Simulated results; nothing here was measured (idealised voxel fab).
process module | voxel air gaps
cross-section cut | 290 nm wide | cells 5 nm
A cross-section is a grid of square cells, given in bands from the top down. A band is one or more rows of cells.
Each band's line starts with the height of the band's top and of its bottom, in nm. Then come its materials from left to right, each with its width in nm. One material with "throughout" fills the band from edge to edge. "air" is empty space.
Height 0 is the level under which the wafer as received is all one material. The lowest band goes on downwards, as in "0 down".
A width such as "30 to 40" changes by the same amount from each row of cells to the next, from the band's top row to its bottom row.
"no change" after a step means that no cell of the cross-section changed.
closed voids: empty space of 8 cells or more with no open way to the top, each as width x height at its distance from the left edge, in nm
after a step's settings: what the simulator itself notes on the step
overlay nm, on a step with a mask: how far to the right of its planned place the mask lay; to the left if negative
plan
1 op RECEIVE | material Si
2 op CONFORMAL_DEP | material SiO2 | thk nm 15
3 op CONFORMAL_DEP | material SiN | thk nm 5
4 op DIRECTIONAL_DEP | material SiO2 | thk nm 30
5 op DIRECTIONAL_DEP | material aC | thk nm 10
6 op PATTERN | tone open | mask id LINES | material resist | width nm 15 | pitch nm 45 | thk nm 30 | overlay nm 0
7 op DIRECTIONAL_ETCH | etch materials aC | depth nm 10
8 op STRIP | etch materials resist
9 op DIRECTIONAL_ETCH | etch materials SiO2 | depth nm 30
10 op STRIP | etch materials aC
11 op CONFORMAL_DEP | material TiN | thk nm 5
12 op FILL_DEP | material Ru | thk nm 10
13 op CMP | height nm 50
14 op EPI | material Ru | thk nm 10
15 op SELECTIVE_ETCH | etch materials SiO2 | depth nm 40
16 op CONFORMAL_DEP | material SiN | thk nm 5
as received, after step 1
  0 down: Si throughout
  closed voids: none
a wafer at the end: this start, this plan, one mistake
  65 to 60: SiN throughout
  60 to 50: Ru throughout
  50 to 25: Ru 65 | TiN 5 | SiO2 15 | TiN 5 | Ru 20 | TiN 5 | SiO2 15 | TiN 5 | Ru 20 | TiN 5 | SiO2 15 | TiN 5 | Ru 20 | TiN 5 | SiO2 15 | TiN 5 | Ru 65
  25 to 20: TiN 70 | SiO2 15 | TiN 30 | SiO2 15 | TiN 30 | SiO2 15 | TiN 30 | SiO2 15 | TiN 70
  20 to 15: SiN throughout
  15 to 0: SiO2 throughout
  0 down: Si throughout
  closed voids: none
what went wrong: step 6 ran as: op PATTERN | tone cover | mask id LINES | material resist | width nm 15 | pitch nm 45 | thk nm 30 | overlay nm 0
